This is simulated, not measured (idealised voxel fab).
You're looking at the process module voxel capacitor over wiring.
Cross-section cut spans 285 nm and uses square cells 5 nm in size.
Cross-sections here: square-cell grids, written as top-down lists of bands, a band being one or more rows of cells.
Top, bottom (nm), then materials left to right with widths (nm); lone material tagged "full width" fills the whole band edge to edge; "empty" = empty space.
Height reference: 0 = level under which incoming wafer is all one material. Lowest band: no bottom, runs on downward, e.g. "0 down".
Graded width ("30->40"): value in top row of band = first number; value in bottom row = second number; row-to-row change constant.
When a step is marked "no modification", none of the cells in the cross-section changed during that step.
Each empty space that has no open way to the top and spans at least 8 cells appears under "Trapped cavities" as width x height at distance, the distance counted from the left edge, all in nm.
Heads up: the bit after the settings on a step's line is the simulator's remark on that step.
The "overlay nm" setting may appear on a step's line; for a step that uses a mask, it gives how far to the right of its planned position the mask lay, and a negative value indicates the left.
The steps planned for the process are as follows:
1: RECEIVE: material Si
2: CONFORMAL_DEP: material SiO2, thk nm 15
3: DIRECTIONAL_DEP: material TiN, thk nm 5
4: DIRECTIONAL_DEP: material W, thk nm 25
5: MASKED_ETCH: tone cover, mask id METAL_1, width nm 20, pitch nm 85, etch materials W, depth nm 25, overlay nm 0
6: MASKED_ETCH: tone cover, mask id METAL_1, width nm 20, pitch nm 85, etch materials TiN, depth nm 5, overlay nm 0
7: CONFORMAL_DEP: material SiCN, thk nm 5
8: FILL_DEP: material SiO2, thk nm 5
9: CMP: height nm 45
10: CONFORMAL_DEP: material SiCN, thk nm 5
11: DIRECTIONAL_DEP: material SiO2, thk nm 15
12: PATTERN: tone open, mask id PLUG_1, material resist, width nm 15, thk nm 20, overlay nm 0
13: DIRECTIONAL_ETCH: etch materials SiO2, depth nm 15
14: DIRECTIONAL_ETCH: etch materials SiCN, depth nm 5
15: STRIP: etch materials resist
16: EPI: material Ru, thk nm 10
17: EPI: material Ru, thk nm 10
18: DIRECTIONAL_DEP: material TiN, thk nm 5
19: DIRECTIONAL_DEP: material SiN, thk nm 5
20: DIRECTIONAL_DEP: material TiN, thk nm 5
21: MASKED_ETCH: tone cover, mask id UPPER_PLATE, width nm 70, etch materials TiN, depth nm 5, overlay nm 0
22: MASKED_ETCH: tone cover, mask id UPPER_PLATE, width nm 70, etch materials SiN, depth nm 5, overlay nm 0
23: MASKED_ETCH: tone cover, mask id LOWER_PLATE, width nm 80, etch materials TiN, depth nm 5, overlay nm 0
24: FILL_DEP: material SiO2, thk nm 20
25: CMP: height nm 95
26: PATTERN: tone open, mask id PLUG_2, material resist, width nm 15, thk nm 15, overlay nm 0
27: DIRECTIONAL_ETCH: etch materials SiO2, depth nm 15
28: STRIP: etch materials resist
29: CONFORMAL_DEP: material TiN, thk nm 5
30: FILL_DEP: material Cu, thk nm 5
31: CMP: height nm 95
32: CONFORMAL_DEP: material SiN, thk nm 5
Received-state cross-section, reflecting completion of step 1:
0 down  Si full width
Trapped cavities: none
End state of the module in cross-section, given the above starting point and plan and one mistake in execution:
100 to 95  SiN full width
95 to 85  SiO2 (105) / TiN (5) / Cu (5) / TiN (5) / SiO2 (165)
85 to 75  SiO2 (105->95) / TiN (15->70) / SiO2 (165->120)
75 to 70  SiO2 (95) / SiN (70) / SiO2 (120)
70 to 65  SiO2 (90) / TiN (80) / SiO2 (115)
65 to 50  SiO2 (95) / Ru (15) / SiO2 (175)
50 to 45  SiCN (95) / Ru (15) / SiCN (175)
45 to 25  SiO2 (85) / SiCN (5) / W (20) / SiCN (5) / SiO2 (55) / SiCN (5) / W (20) / SiCN (5) / SiO2 (85)
25 to 20  SiO2 (80) / SiCN (10) / W (20) / SiCN (10) / SiO2 (45) / SiCN (10) / W (20) / SiCN (10) / SiO2 (80)
20 to 15  SiCN (85) / TiN (30) / SiCN (55) / TiN (30) / SiCN (85)
15 to 0  SiO2 full width
0 down  Si full width
Trapped cavities: none
In executing the process, a mistake was made relative to the plan: step 6 ran as: MASKED_ETCH: tone cover, mask id METAL_1, width nm 30, pitch nm 85, etch materials TiN, depth nm 5, overlay nm 0
